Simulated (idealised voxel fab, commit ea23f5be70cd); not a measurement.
process module | voxel spacer lines
cross-section cut | 285 nm wide | cells 5 nm
A cross-section is a grid of square cells, given in bands from the top down. A band is one or more rows of cells.
Each band's line starts with the height of the band's top and of its bottom, in nm. Then come its materials from left to right, each with its width in nm. One material with "throughout" fills the band from edge to edge. "air" is empty space.
Height 0 is the level under which the wafer as received is all one material. The lowest band goes on downwards, as in "0 down".
A width such as "30 to 40" changes by the same amount from each row of cells to the next, from the band's top row to its bottom row.
"no change" after a step means that no cell of the cross-section changed.
closed voids: empty space of 8 cells or more with no open way to the top, each as width x height at its distance from the left edge, in nm
after a step's settings: what the simulator itself notes on the step
overlay nm, on a step with a mask: how far to the right of its planned place the mask lay; to the left if negative
plan
1 op RECEIVE | material Si
2 op CONFORMAL_DEP | material Al2O3 | thk nm 10
3 op DIRECTIONAL_DEP | material W | thk nm 10
4 op DIRECTIONAL_DEP | material aC | thk nm 30
5 op PATTERN | tone cover | mask id MANDREL | material resist | width nm 25 | pitch nm 80 | thk nm 35 | overlay nm 0
6 op DIRECTIONAL_ETCH | etch materials aC | depth nm 30
7 op STRIP | etch materials resist
8 op CONFORMAL_DEP | material SiO2 | thk nm 15
9 op DIRECTIONAL_ETCH | etch materials SiO2 | depth nm 15
10 op STRIP | etch materials aC
11 op DIRECTIONAL_ETCH | etch materials W | depth nm 10
12 op STRIP | etch materials SiO2
first wafer, as planned
as received, after step 1
  0 down: Si throughout
  closed voids: none
after step 2
  10 to 0: Al2O3 throughout
  below 0: unchanged
after step 3
  20 to 10: W throughout
  below 10: unchanged
after step 4
  50 to 20: aC throughout
  below 20: unchanged
after step 5
  85 to 50: air 90 | resist 25 | air 55 | resist 25 | air 90
  below 50: unchanged
after step 6
  55 to 50: air 90 | resist 25 | air 55 | resist 25 | air 90
  50 to 20: air 90 | aC 25 | air 55 | aC 25 | air 90
  below 20: unchanged
after step 7
  50 to 20: air 90 | aC 25 | air 55 | aC 25 | air 90
  below 20: unchanged
after step 8
  65 to 50: air 75 | SiO2 55 | air 25 | SiO2 55 | air 75
  50 to 35: air 75 | SiO2 15 | aC 25 | SiO2 15 | air 25 | SiO2 15 | aC 25 | SiO2 15 | air 75
  35 to 20: SiO2 90 | aC 25 | SiO2 55 | aC 25 | SiO2 90
  below 20: unchanged
after step 9
  50 to 20: air 75 | SiO2 15 | aC 25 | SiO2 15 | air 25 | SiO2 15 | aC 25 | SiO2 15 | air 75
  below 20: unchanged
after step 10
  50 to 20: air 75 | SiO2 15 | air 25 | SiO2 15 | air 25 | SiO2 15 | air 25 | SiO2 15 | air 75
  below 20: unchanged
after step 11
  50 to 20: air 75 | SiO2 15 | air 25 | SiO2 15 | air 25 | SiO2 15 | air 25 | SiO2 15 | air 75
  20 to 10: air 75 | W 15 | air 25 | W 15 | air 25 | W 15 | air 25 | W 15 | air 75
  below 10: unchanged
after step 12
  20 to 10: air 75 | W 15 | air 25 | W 15 | air 25 | W 15 | air 25 | W 15 | air 75
  below 10: unchanged
second wafer: like start, like plan, one mistake. Through step 1 it matches the first wafer
when step 2 should have ended
  10 to 0: W throughout
  below 0: unchanged
when step 3 should have ended
  20 to 0: W throughout
  below 0: unchanged
when step 4 should have ended
  50 to 20: aC throughout
  below 20: unchanged
when step 5 should have ended
  85 to 50: air 90 | resist 25 | air 55 | resist 25 | air 90
  below 50: unchanged
when step 6 should have ended
  55 to 50: air 90 | resist 25 | air 55 | resist 25 | air 90
  50 to 20: air 90 | aC 25 | air 55 | aC 25 | air 90
  below 20: unchanged
when step 7 should have ended
  50 to 20: air 90 | aC 25 | air 55 | aC 25 | air 90
  below 20: unchanged
when step 8 should have ended
  65 to 50: air 75 | SiO2 55 | air 25 | SiO2 55 | air 75
  50 to 35: air 75 | SiO2 15 | aC 25 | SiO2 15 | air 25 | SiO2 15 | aC 25 | SiO2 15 | air 75
  35 to 20: SiO2 90 | aC 25 | SiO2 55 | aC 25 | SiO2 90
  below 20: unchanged
when step 9 should have ended
  50 to 20: air 75 | SiO2 15 | aC 25 | SiO2 15 | air 25 | SiO2 15 | aC 25 | SiO2 15 | air 75
  below 20: unchanged
when step 10 should have ended
  50 to 20: air 75 | SiO2 15 | air 25 | SiO2 15 | air 25 | SiO2 15 | air 25 | SiO2 15 | air 75
  below 20: unchanged
when step 11 should have ended
  50 to 20: air 75 | SiO2 15 | air 25 | SiO2 15 | air 25 | SiO2 15 | air 25 | SiO2 15 | air 75
  20 to 10: air 75 | W 15 | air 25 | W 15 | air 25 | W 15 | air 25 | W 15 | air 75
  below 10: unchanged
when step 12 should have ended
  20 to 10: air 75 | W 15 | air 25 | W 15 | air 25 | W 15 | air 25 | W 15 | air 75
  below 10: unchanged
what went wrong: step 2 ran as: op CONFORMAL_DEP | material W | thk nm 10
at the end the second wafer has, in cells: 114 fewer of Al2O3 | 114 more of W
